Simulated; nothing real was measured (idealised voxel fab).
You're looking at the process module voxel local oxidation.
The figure presents cross-section cut, which has a width of 280 nm and is divided into square cells with an edge length of 5 nm.
Cross-sections here: square-cell grids, written as top-down lists of bands, a band being one or more rows of cells.
Heads up on the band format: heights come first, top then bottom, in nm. After that it's the materials left to right, each with its width in nm. A single material flagged "full width" fills the whole band edge to edge, and "empty" means there's empty space there.
It should be noted that heights are counted from 0, beneath which the wafer as supplied is of one material throughout, and that the lowest band possesses no lower boundary but continues downward, as written in "top 0, no bottom".
Read "30 to 40" as a graded width: first number on top, second number at the bottom, same change between each pair of neighbouring rows.
You'll sometimes find "no change occurred" written for a step, and that's the way of saying that nowhere in the cross-section did a cell change during that step.
The label "Enclosed void catalog" introduces a list of the empty spaces, 8 cells or larger, that have no open way up to the top; each entry in it reads width x height at distance, where the distance is taken from the left edge and all three are stated in nm.
What comes after the settings on a step's line is commentary from the simulator itself on that step.
Among the settings permitted on a step's line is "overlay nm"; applied to a step with a mask, it specifies the extent to which the mask lay to the right of its planned position, whereas a negative figure signifies a position to the left.

Set out below are the planned steps of the process:
| 1 | RECEIVE, material Si |
| 2 | CONFORMAL_DEP, material SiO2, thk nm 5 |
| 3 | CONFORMAL_DEP, material SiN, thk nm 15 |
| 4 | PATTERN, tone cover, mask id ACTIVE, material resist, width nm 95, thk nm 15, overlay nm 0 |
| 5 | DIRECTIONAL_ETCH, etch materials SiN, depth nm 15 |
| 6 | STRIP, etch materials resist |
| 7 | SELECTIVE_ETCH, etch materials SiO2, depth nm 5 |
| 8 | OXIDIZE, depth nm 15 |
| 9 | STRIP, etch materials SiN |

Shown in cross-section is the wafer as received, that is, as it stands after step 1:
	top 0, no bottom = Si full width
	Enclosed void catalog: none

The first of two wafers, cross-sectioned at the end of the module, with the run proceeding as planned:
	top 5, bottom 0 = empty (95) | SiO2 (85) | empty (100)
	top 0, bottom -15 = SiO2 (110) | Si (55) | SiO2 (115)
	top -15, no bottom = Si full width
	Enclosed void catalog: none

Wafer two, sectioned after the module: the first wafer's start, the first wafer's plan, and one mistake in how it was run:
	top 5, bottom 0 = empty (105) | SiO2 (85) | empty (90)
	top 0, bottom -15 = SiO2 (120) | Si (55) | SiO2 (105)
	top -15, no bottom = Si full width
	Enclosed void catalog: none
The plan and the run diverged here: step 4 ran with different settings than intended, the actual operation and settings being PATTERN, tone cover, mask id ACTIVE, material resist, width nm 95, thk nm 15, overlay nm 10
Both wafers, final: cells per material equal; arrangement not.
